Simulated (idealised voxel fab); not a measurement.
The document below concerns the process module designated voxel plated lines.
295 nm wide, 5 nm square cells: that's cross-section cut.
Cross-section, as written here: a square-cell grid given band by band from the top down, where a band holds one or more rows of cells.
Band: top height; bottom height; in nm. Then, left to right: material with width in nm, for each material. "everywhere": a single material spanning edge to edge. "empty": empty space.
Below 0: as-received wafer, all one material; heights counted from there. Lowest band: no bottom, goes on down, written "0 -> down".
Note: "30->40" means the width goes from the first number (top row of the band) to the second number (bottom row) in equal steps per row of cells.
"stayed the same" -> step changed no cross-section cell.
"Sealed-off cavities": empty spaces of 8 cells or more with no open way to the top, each given as width x height at distance, distance from the left edge, all in nm.
The remark found on a step's line after its settings is issued by the simulator itself and pertains to that step.
On any step carrying a mask, the "overlay nm" setting, if present on the step's line, tells how far right of its planned place the mask lay; negative values point to the left.
-- Steps in the process plan
- 1: op RECEIVE | material Si
- 2: op CONFORMAL_DEP | material Al2O3 | thk nm 15
- 3: op DIRECTIONAL_DEP | material TiN | thk nm 5
- 4: op PATTERN | tone open | mask id LINES | material resist | width nm 30 | pitch nm 55 | thk nm 20 | overlay nm 0
- 5: op EPI | material Ru | thk nm 5
- 6: op STRIP | etch materials resist
- 7: op DIRECTIONAL_ETCH | etch materials TiN | depth nm 5
- 8: op CONFORMAL_DEP | material SiN | thk nm 10
-- Wafer as received: cross-section following step 1
0 -> down | Si everywhere
Sealed-off cavities: none
-- End-of-module cross-section of the first of two wafers, processed as planned
35 -> 25 | empty=95  SiN=50  empty=5  SiN=50  empty=95
25 -> 20 | SiN=105  Ru=30  SiN=25  Ru=30  SiN=105
20 -> 15 | SiN=105  TiN=30  SiN=25  TiN=30  SiN=105
15 -> 0 | Al2O3 everywhere
0 -> down | Si everywhere
Sealed-off cavities: none
-- second wafer at the end: like start, like plan, one mistake
30 -> 20 | SiN everywhere
20 -> 5 | Al2O3 everywhere
5 -> 0 | TiN everywhere
0 -> down | Si everywhere
Sealed-off cavities: none
Short version of what went wrong: deviation from plan: step 3 and step 2 executed in one another's positions
Final comparison by cell count, materials where the second wafer has more or fewer than the first: Ru -12, SiN -16, TiN +47
